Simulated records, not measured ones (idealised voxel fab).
process module | voxel transistor to metal
cross-section cut | 210 nm wide | cells 5 nm
A cross-section is a grid of square cells, given in bands from the top down. A band is one or more rows of cells.
Each band's line starts with the height of the band's top and of its bottom, in nm. Then come its materials from left to right, each with its width in nm. One material with "throughout" fills the band from edge to edge. "air" is empty space.
Height 0 is the level under which the wafer as received is all one material. The lowest band goes on downwards, as in "0 down".
A width such as "30 to 40" changes by the same amount from each row of cells to the next, from the band's top row to its bottom row.
"no change" after a step means that no cell of the cross-section changed.
closed voids: empty space of 8 cells or more with no open way to the top, each as width x height at its distance from the left edge, in nm
after a step's settings: what the simulator itself notes on the step
overlay nm, on a step with a mask: how far to the right of its planned place the mask lay; to the left if negative
plan
1 op RECEIVE | material Si
2 op OXIDIZE | depth nm 5
3 op CONFORMAL_DEP | material SiN | thk nm 10
4 op DIRECTIONAL_DEP | material aC | thk nm 10
5 op PATTERN | tone cover | mask id ACTIVE | material resist | width nm 120 | thk nm 25 | overlay nm 0
6 op DIRECTIONAL_ETCH | etch materials aC | depth nm 10
7 op STRIP | etch materials resist
8 op DIRECTIONAL_ETCH | etch materials SiN | depth nm 10
9 op DIRECTIONAL_ETCH | etch materials SiO2 | depth nm 5
10 op DIRECTIONAL_ETCH | etch materials Si | depth nm 30
11 op STRIP | etch materials aC
12 op OXIDIZE | depth nm 5
13 op FILL_DEP | material SiO2 | thk nm 5
14 op CMP | height nm 10
15 op SELECTIVE_ETCH | etch materials SiO2 | depth nm 5
16 op STRIP | etch materials SiN
17 op SELECTIVE_ETCH | etch materials SiO2 | depth nm 5
18 op OXIDIZE | depth nm 5
19 op DIRECTIONAL_DEP | material polySi | thk nm 20
20 op DIRECTIONAL_DEP | material SiCN | thk nm 10
21 op DIRECTIONAL_DEP | material aC | thk nm 10
22 op PATTERN | tone cover | mask id GATE | material resist | width nm 30 | thk nm 30 | overlay nm 0
23 op DIRECTIONAL_ETCH | etch materials aC | depth nm 10
24 op STRIP | etch materials resist
25 op DIRECTIONAL_ETCH | etch materials SiCN | depth nm 20
26 op DIRECTIONAL_ETCH | etch materials polySi | depth nm 30
27 op STRIP | etch materials aC
28 op CONFORMAL_DEP | material SiO2 | thk nm 5
29 op DIRECTIONAL_ETCH | etch materials SiO2 | depth nm 5
30 op CONFORMAL_DEP | material SiN | thk nm 10
31 op DIRECTIONAL_ETCH | etch materials SiN | depth nm 10
32 op DIRECTIONAL_ETCH | etch materials SiO2 | depth nm 5
33 op DIRECTIONAL_ETCH | etch materials Si | depth nm 5
34 op EPI | material pSi | thk nm 10
35 op FILL_DEP | material SiO2 | thk nm 10
36 op CMP | height nm 15
37 op STRIP | etch materials polySi
38 op SELECTIVE_ETCH | etch materials SiO2 | depth nm 5
39 op CONFORMAL_DEP | material HfO2 | thk nm 5
40 op CONFORMAL_DEP | material TiN | thk nm 5
41 op FILL_DEP | material W | thk nm 10
42 op CMP | height nm 10
43 op DIRECTIONAL_DEP | material SiO2 | thk nm 15
44 op DIRECTIONAL_DEP | material aC | thk nm 15
45 op PATTERN | tone open | mask id CONTACT | material resist | width nm 15 | pitch nm 85 | thk nm 35 | overlay nm 0
46 op DIRECTIONAL_ETCH | etch materials aC | depth nm 15
47 op STRIP | etch materials resist
48 op DIRECTIONAL_ETCH | etch materials SiO2 | depth nm 25
49 op STRIP | etch materials aC
50 op CONFORMAL_DEP | material TiN | thk nm 5
51 op FILL_DEP | material W | thk nm 10
52 op CMP | height nm 25
53 op CONFORMAL_DEP | material SiN | thk nm 5
54 op DIRECTIONAL_DEP | material SiO2 | thk nm 20
55 op MASKED_ETCH | tone open | mask id METAL_1 | width nm 15 | pitch nm 85 | etch materials SiO2 | depth nm 20 | overlay nm 0
56 op MASKED_ETCH | tone open | mask id METAL_1 | width nm 15 | pitch nm 85 | etch materials SiN | depth nm 5 | overlay nm 0
57 op CONFORMAL_DEP | material TiN | thk nm 5
58 op FILL_DEP | material Cu | thk nm 10
59 op CMP | height nm 50
60 op CONFORMAL_DEP | material SiCN | thk nm 5
61 op DIRECTIONAL_DEP | material SiO2 | thk nm 25
62 op DIRECTIONAL_DEP | material aC | thk nm 10
63 op PATTERN | tone open | mask id METAL_2 | material resist | width nm 15 | pitch nm 85 | thk nm 30 | overlay nm 0
64 op DIRECTIONAL_ETCH | etch materials aC | depth nm 10
65 op STRIP | etch materials resist
66 op DIRECTIONAL_ETCH | etch materials SiO2 | depth nm 15
67 op STRIP | etch materials aC
68 op PATTERN | tone open | mask id METAL_2_HOLES | material resist | width nm 15 | pitch nm 85 | thk nm 15 | overlay nm 0
69 op DIRECTIONAL_ETCH | etch materials SiO2 | depth nm 10
70 op DIRECTIONAL_ETCH | etch materials SiCN | depth nm 5
71 op STRIP | etch materials resist
72 op CONFORMAL_DEP | material TiN | thk nm 5
73 op FILL_DEP | material Cu | thk nm 5
74 op CMP | height nm 80
75 op CONFORMAL_DEP | material SiN | thk nm 5
varied across the wafers: width nm of step 63. The plan shows the first wafer's value. All wafers start alike
first wafer as received, after step 1
  0 down: Si throughout
  closed voids: none
first wafer at the end, after step 75
  85 to 80: SiN throughout
  80 to 55: SiO2 55 | TiN 5 | Cu 5 | TiN 5 | SiO2 70 | TiN 5 | Cu 5 | TiN 5 | SiO2 55
  55 to 50: SiCN 55 | TiN 15 | SiCN 70 | TiN 15 | SiCN 55
  50 to 30: SiO2 55 | TiN 5 | Cu 5 | TiN 5 | SiO2 70 | TiN 5 | Cu 5 | TiN 5 | SiO2 55
  30 to 25: SiN 55 | TiN 15 | SiN 70 | TiN 15 | SiN 55
  25 to 10: SiO2 55 | TiN 5 | W 5 | TiN 5 | SiO2 70 | TiN 5 | W 5 | TiN 5 | SiO2 55
  10 to 5: SiO2 55 | TiN 5 | W 5 | TiN 5 | SiO2 5 | SiN 10 | HfO2 5 | TiN 5 | W 20 | TiN 5 | HfO2 5 | SiN 10 | SiO2 5 | TiN 5 | W 5 | TiN 5 | SiO2 55
  5 to 0: SiO2 55 | TiN 15 | SiO2 5 | SiN 10 | HfO2 5 | TiN 5 | W 20 | TiN 5 | HfO2 5 | SiN 10 | SiO2 5 | TiN 15 | SiO2 55
  0 to -5: SiO2 45 | SiN 10 | pSi 20 | SiN 10 | HfO2 5 | TiN 30 | HfO2 5 | SiN 10 | pSi 20 | SiN 10 | SiO2 45
  -5 to -10: SiO2 55 | pSi 20 | SiO2 10 | HfO2 40 | SiO2 10 | pSi 20 | SiO2 55
  -10 to -15: SiO2 50 | Si 5 | pSi 20 | Si 60 | pSi 20 | Si 5 | SiO2 50
  -15 to -40: SiO2 50 | Si 110 | SiO2 50
  -40 down: Si throughout
  closed voids: none
last wafer at the end
  85 to 80: SiN throughout
  80 to 70: SiO2 50 | TiN 5 | Cu 20 | TiN 5 | SiO2 55 | TiN 5 | Cu 20 | TiN 5 | SiO2 45
  70 to 65: SiO2 50 | TiN 10 | Cu 5 | TiN 15 | SiO2 55 | TiN 10 | Cu 5 | TiN 15 | SiO2 45
  65 to 55: SiO2 55 | TiN 5 | Cu 5 | TiN 5 | SiO2 70 | TiN 5 | Cu 5 | TiN 5 | SiO2 55
  55 to 50: SiCN 55 | TiN 15 | SiCN 70 | TiN 15 | SiCN 55
  50 to 30: SiO2 55 | TiN 5 | Cu 5 | TiN 5 | SiO2 70 | TiN 5 | Cu 5 | TiN 5 | SiO2 55
  30 to 25: SiN 55 | TiN 15 | SiN 70 | TiN 15 | SiN 55
  25 to 10: SiO2 55 | TiN 5 | W 5 | TiN 5 | SiO2 70 | TiN 5 | W 5 | TiN 5 | SiO2 55
  10 to 5: SiO2 55 | TiN 5 | W 5 | TiN 5 | SiO2 5 | SiN 10 | HfO2 5 | TiN 5 | W 20 | TiN 5 | HfO2 5 | SiN 10 | SiO2 5 | TiN 5 | W 5 | TiN 5 | SiO2 55
  5 to 0: SiO2 55 | TiN 15 | SiO2 5 | SiN 10 | HfO2 5 | TiN 5 | W 20 | TiN 5 | HfO2 5 | SiN 10 | SiO2 5 | TiN 15 | SiO2 55
  0 to -5: SiO2 45 | SiN 10 | pSi 20 | SiN 10 | HfO2 5 | TiN 30 | HfO2 5 | SiN 10 | pSi 20 | SiN 10 | SiO2 45
  -5 to -10: SiO2 55 | pSi 20 | SiO2 10 | HfO2 40 | SiO2 10 | pSi 20 | SiO2 55
  -10 to -15: SiO2 50 | Si 5 | pSi 20 | Si 60 | pSi 20 | Si 5 | SiO2 50
  -15 to -40: SiO2 50 | Si 110 | SiO2 50
  -40 down: Si throughout
  closed voids: none
each wafer at the end: cells of each material gained (+) or lost (-) since it was received, then its closed voids
width nm 15 | +18 Cu | +14 HfO2 | -212 Si | +36 SiCN | +94 SiN | +644 SiO2 | +80 TiN | +16 W | +24 pSi | closed voids: none
width nm 20 | +22 Cu | +14 HfO2 | -212 Si | +36 SiCN | +94 SiN | +638 SiO2 | +82 TiN | +16 W | +24 pSi | closed voids: none
width nm 25 | +26 Cu | +14 HfO2 | -212 Si | +36 SiCN | +94 SiN | +632 SiO2 | +84 TiN | +16 W | +24 pSi | closed voids: none
width nm 30 | +30 Cu | +14 HfO2 | -212 Si | +36 SiCN | +94 SiN | +626 SiO2 | +86 TiN | +16 W | +24 pSi | closed voids: none
